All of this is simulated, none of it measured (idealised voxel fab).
You're looking at the process module voxel gate over fins.
In the cross-section labelled cut, the width is 175 nm and each square cell is 5 nm.
A cross-section in this document is a grid of square cells, and it is written down as bands, the top band listed before the ones below it; a band is made up of one or more rows of cells. Basically the band line says how high the top is and how high the bottom is, in nm, and then what's in it from left to right, every material with its width in nm. Empty space shows up as "empty", and if a single material carries "everywhere" it runs the full band edge to edge. A quick word on heights: they are counted from 0, and under that level the wafer as it came to us is one material throughout. The lowest band is different from the rest in having no bottom; it simply continues downward, written as in "0 nm and below". A two-number width, for instance "30..40", indicates that the width is equal to the first number in the top row of the band and to the second number in the bottom row, and that it changes by a constant amount per row of cells. "nothing different" for a step: no cell of the cross-section changed in that step. Encapsulated voids: empty space of 8 cells or more with no open way to the top, each as width x height at its distance from the left edge, in nm. Text after the settings on a step's line: the simulator's own remark on that step. You can add "overlay nm" to a step's line. For a step with a mask, it describes how far the mask lay to the right of its planned position, and a negative number describes a lay to the left.

### Planned step list for the process
| 1 | RECEIVE [material Si] |
| 2 | CONFORMAL_DEP [material SiN] [thk nm 10] |
| 3 | PATTERN [tone cover] [mask id FINS] [material resist] [width nm 15] [pitch nm 35] [thk nm 20] [overlay nm 0] |
| 4 | DIRECTIONAL_ETCH [etch materials SiN] [depth nm 10] |
| 5 | DIRECTIONAL_ETCH [etch materials Si] [depth nm 30] |
| 6 | STRIP [etch materials resist] |
| 7 | OXIDIZE [depth nm 5] |
| 8 | FILL_DEP [material SiO2] [thk nm 15] |
| 9 | CMP [height nm 10] |
| 10 | SELECTIVE_ETCH [etch materials SiO2] [depth nm 25] |
| 11 | STRIP [etch materials SiN] |
| 12 | CONFORMAL_DEP [material HfO2] [thk nm 5] |
| 13 | CONFORMAL_DEP [material TiN] [thk nm 5] |
| 14 | CONFORMAL_DEP [material TiAl] [thk nm 5] |
| 15 | CONFORMAL_DEP [material TiN] [thk nm 5] |
| 16 | FILL_DEP [material W] [thk nm 15] |
| 17 | CMP [height nm 30] |
| 18 | CONFORMAL_DEP [material SiCN] [thk nm 10] |

### Cross-sectional view of the wafer in its as-received condition, corresponding to the state after step 1
> 0 nm and below  Si everywhere
> Encapsulated voids: none

### Sectioned view, first of two wafers, at the close of the module, processed as intended in the plan
> 40 nm to 30 nm  SiCN everywhere
> 30 nm to 20 nm  W everywhere
> 20 nm to 15 nm  W 30 nm  TiN 115 nm  W 30 nm
> 15 nm to 10 nm  W 30 nm  TiN 5 nm  TiAl 105 nm  TiN 5 nm  W 30 nm
> 10 nm to 5 nm  W 30 nm  TiN 5 nm  TiAl 5 nm  TiN 25 nm  TiAl 10 nm  TiN 25 nm  TiAl 10 nm  TiN 25 nm  TiAl 5 nm  TiN 5 nm  W 30 nm
> 5 nm to 0 nm  TiN 35 nm  TiAl 5 nm  TiN 5 nm  HfO2 15 nm  TiN 5 nm  TiAl 10 nm  TiN 5 nm  HfO2 15 nm  TiN 5 nm  TiAl 10 nm  TiN 5 nm  HfO2 15 nm  TiN 5 nm  TiAl 5 nm  TiN 35 nm
> 0 nm to -5 nm  TiAl 40 nm  TiN 5 nm  HfO2 5 nm  Si 5 nm  HfO2 5 nm  TiN 5 nm  TiAl 10 nm  TiN 5 nm  HfO2 5 nm  Si 5 nm  HfO2 5 nm  TiN 5 nm  TiAl 10 nm  TiN 5 nm  HfO2 5 nm  Si 5 nm  HfO2 5 nm  TiN 5 nm  TiAl 40 nm
> -5 nm to -10 nm  TiN 45 nm  HfO2 5 nm  Si 5 nm  HfO2 5 nm  TiN 20 nm  HfO2 5 nm  Si 5 nm  HfO2 5 nm  TiN 20 nm  HfO2 5 nm  Si 5 nm  HfO2 5 nm  TiN 45 nm
> -10 nm to -15 nm  HfO2 50 nm  Si 5 nm  HfO2 30 nm  Si 5 nm  HfO2 30 nm  Si 5 nm  HfO2 50 nm
> -15 nm to -35 nm  SiO2 50 nm  Si 5 nm  SiO2 30 nm  Si 5 nm  SiO2 30 nm  Si 5 nm  SiO2 50 nm
> -35 nm and below  Si everywhere
> Encapsulated voids: none

### Now the second wafer, cross-sectioned at the end of the module. Nothing different at the start, nothing different in the plan compared with the first, just one mistake when it was actually run
> 40 nm to 30 nm  SiCN everywhere
> 30 nm to 20 nm  W everywhere
> 20 nm to 15 nm  TiN everywhere
> 15 nm to 10 nm  TiAl everywhere
> 10 nm to 5 nm  TiN 50 nm  TiAl 5 nm  TiN 30 nm  TiAl 5 nm  TiN 30 nm  TiAl 5 nm  TiN 50 nm
> 5 nm to 0 nm  HfO2 45 nm  TiN 5 nm  TiAl 5 nm  TiN 5 nm  HfO2 20 nm  TiN 5 nm  TiAl 5 nm  TiN 5 nm  HfO2 20 nm  TiN 5 nm  TiAl 5 nm  TiN 5 nm  HfO2 45 nm
> 0 nm to -5 nm  Si 40 nm  HfO2 5 nm  TiN 5 nm  TiAl 5 nm  TiN 5 nm  HfO2 5 nm  Si 10 nm  HfO2 5 nm  TiN 5 nm  TiAl 5 nm  TiN 5 nm  HfO2 5 nm  Si 10 nm  HfO2 5 nm  TiN 5 nm  TiAl 5 nm  TiN 5 nm  HfO2 5 nm  Si 40 nm
> -5 nm to -10 nm  Si 40 nm  HfO2 5 nm  TiN 15 nm  HfO2 5 nm  Si 10 nm  HfO2 5 nm  TiN 15 nm  HfO2 5 nm  Si 10 nm  HfO2 5 nm  TiN 15 nm  HfO2 5 nm  Si 40 nm
> -10 nm to -15 nm  Si 40 nm  HfO2 25 nm  Si 10 nm  HfO2 25 nm  Si 10 nm  HfO2 25 nm  Si 40 nm
> -15 nm to -35 nm  Si 40 nm  SiO2 25 nm  Si 10 nm  SiO2 25 nm  Si 10 nm  SiO2 25 nm  Si 40 nm
> -35 nm and below  Si everywhere
> Encapsulated voids: none
So what did we get wrong on this run? contrary to plan, step 3 was performed as PATTERN [tone open] [mask id FINS] [material resist] [width nm 15] [pitch nm 35] [thk nm 20] [overlay nm 0]
Materials where the second wafer ends with more or fewer cells than the first: +119 Si; -68 SiO2; -9 TiAl; -6 TiN; -36 W
